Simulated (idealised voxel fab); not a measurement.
Module name: voxel transistor to metal (process module)
It is cross-section cut that appears here, measuring 160 nm in width, its square cells being 5 nm in size.
Heads up, the way a cross-section reads in here is a grid of square cells, handed over as bands from the top down, with every band being one or more rows of cells.
Look at the band entry: it leads with the top's height and the bottom's height in nm. Then it lists the materials left to right, with a width in nm for each. The word "all across" on a single material says that material fills the band edge to edge. The word "empty" is empty space.
The level at which height equals 0 is the one under which the wafer, as it arrives, is entirely one material. No lower edge exists for the bottom band, which continues downward and is notated as in "z 0 and below".
A width such as "30->40" changes by the same amount from each row of cells to the next, from the band's top row to its bottom row.
Basically "same as before" means that step didn't change any cell in the cross-section.
"Sealed void list" means: voids of 8 cells or more that are shut off from the top with no open way through. Written width x height at distance, distance from the left edge, in nm.
Text after the settings on a step's line: the simulator's own remark on that step.
For masked steps, "overlay nm" on the step line gives how far right of plan the mask actually lay; a minus sign means it lay to the left.
So here's the lineup of process steps we planned:
1 RECEIVE, material Si
2 CONFORMAL_DEP, material SiO2, thk nm 5
3 CONFORMAL_DEP, material SiN, thk nm 10
4 MASKED_ETCH, tone cover, mask id ACTIVE, width nm 110, etch materials SiN, depth nm 10, overlay nm 0
5 MASKED_ETCH, tone cover, mask id ACTIVE, width nm 110, etch materials SiO2, depth nm 5, overlay nm 0
6 MASKED_ETCH, tone cover, mask id ACTIVE, width nm 110, etch materials Si, depth nm 35, overlay nm 0
7 OXIDIZE, depth nm 5
8 FILL_DEP, material SiO2, thk nm 5
9 CMP, height nm 15
10 SELECTIVE_ETCH, etch materials SiO2, depth nm 10
11 STRIP, etch materials SiN
12 SELECTIVE_ETCH, etch materials SiO2, depth nm 5
13 OXIDIZE, depth nm 5
14 DIRECTIONAL_DEP, material polySi, thk nm 20
15 DIRECTIONAL_DEP, material SiCN, thk nm 10
16 MASKED_ETCH, tone cover, mask id GATE, width nm 20, etch materials SiCN, depth nm 20, overlay nm 0
17 MASKED_ETCH, tone cover, mask id GATE, width nm 20, etch materials polySi, depth nm 30, overlay nm 0
18 CONFORMAL_DEP, material SiN, thk nm 10
19 DIRECTIONAL_ETCH, etch materials SiN, depth nm 10
20 DIRECTIONAL_ETCH, etch materials SiO2, depth nm 5
21 DIRECTIONAL_ETCH, etch materials Si, depth nm 10
22 EPI, material nSi, thk nm 10
23 FILL_DEP, material SiO2, thk nm 10
24 CMP, height nm 30
25 DIRECTIONAL_DEP, material SiO2, thk nm 15
26 MASKED_ETCH, tone open, mask id CONTACT, width nm 30, pitch nm 60, etch materials SiO2, depth nm 50, overlay nm 0
27 CONFORMAL_DEP, material TiN, thk nm 5
28 FILL_DEP, material W, thk nm 10
29 CMP, height nm 45
30 DIRECTIONAL_DEP, material TiN, thk nm 5
31 DIRECTIONAL_DEP, material W, thk nm 25
32 PATTERN, tone cover, mask id METAL_1, material resist, width nm 20, pitch nm 70, thk nm 15, overlay nm 0
33 DIRECTIONAL_ETCH, etch materials W, depth nm 25
34 DIRECTIONAL_ETCH, etch materials TiN, depth nm 5
35 STRIP, etch materials resist
36 CONFORMAL_DEP, material SiCN, thk nm 5
37 FILL_DEP, material SiO2, thk nm 5
38 CMP, height nm 75
39 CONFORMAL_DEP, material SiCN, thk nm 5
Cross-section of the wafer as it came to us, i.e., already through step 1:
	z 0 and below | Si all across
	Sealed void list: none
Same starting wafer, same plan as above, one mistake in the execution; this is the cross-section at the end of the module:
	z 80 to 75 | SiCN all across
	z 75 to 50 | 30 SiO2 | 5 SiCN | 20 W | 5 SiCN | 40 SiO2 | 5 SiCN | 20 W | 5 SiCN | 30 SiO2
	z 50 to 45 | 35 SiCN | 20 TiN | 50 SiCN | 20 TiN | 35 SiCN
	z 45 to 30 | 35 SiO2 | 5 TiN | 20 W | 5 TiN | 30 SiO2 | 5 TiN | 20 W | 5 TiN | 35 SiO2
	z 30 to 25 | 35 SiO2 | 5 TiN | 15 W | 10 TiN | 30 SiO2 | 10 TiN | 15 W | 5 TiN | 35 SiO2
	z 25 to 20 | 35 SiO2 | 5 TiN | 15 W | 5 TiN | 10 SiN | 20 SiCN | 10 SiN | 5 TiN | 15 W | 5 TiN | 35 SiO2
	z 20 to 10 | 35 SiO2 | 5 TiN | 15 W | 5 TiN | 10 SiN | 20 polySi | 10 SiN | 5 TiN | 15 W | 5 TiN | 35 SiO2
	z 10 to 5 | 35 SiO2 | 5 TiN | 5 W | 15 TiN | 10 SiN | 20 polySi | 10 SiN | 15 TiN | 5 W | 5 TiN | 35 SiO2
	z 5 to 0 | 35 SiO2 | 5 TiN | 5 W | 5 TiN | 10 nSi | 10 SiN | 20 polySi | 10 SiN | 10 nSi | 5 TiN | 5 W | 5 TiN | 35 SiO2
	z 0 to -5 | 35 SiO2 | 15 TiN | 10 nSi | 40 SiO2 | 10 nSi | 15 TiN | 35 SiO2
	z -5 to -15 | 30 SiO2 | 30 nSi | 40 Si | 30 nSi | 30 SiO2
	z -15 to -40 | 30 SiO2 | 100 Si | 30 SiO2
	z -40 and below | Si all across
	Sealed void list: none
So what did we get wrong on this run? not per plan at step 15, really ran DIRECTIONAL_DEP, material SiCN, thk nm 5
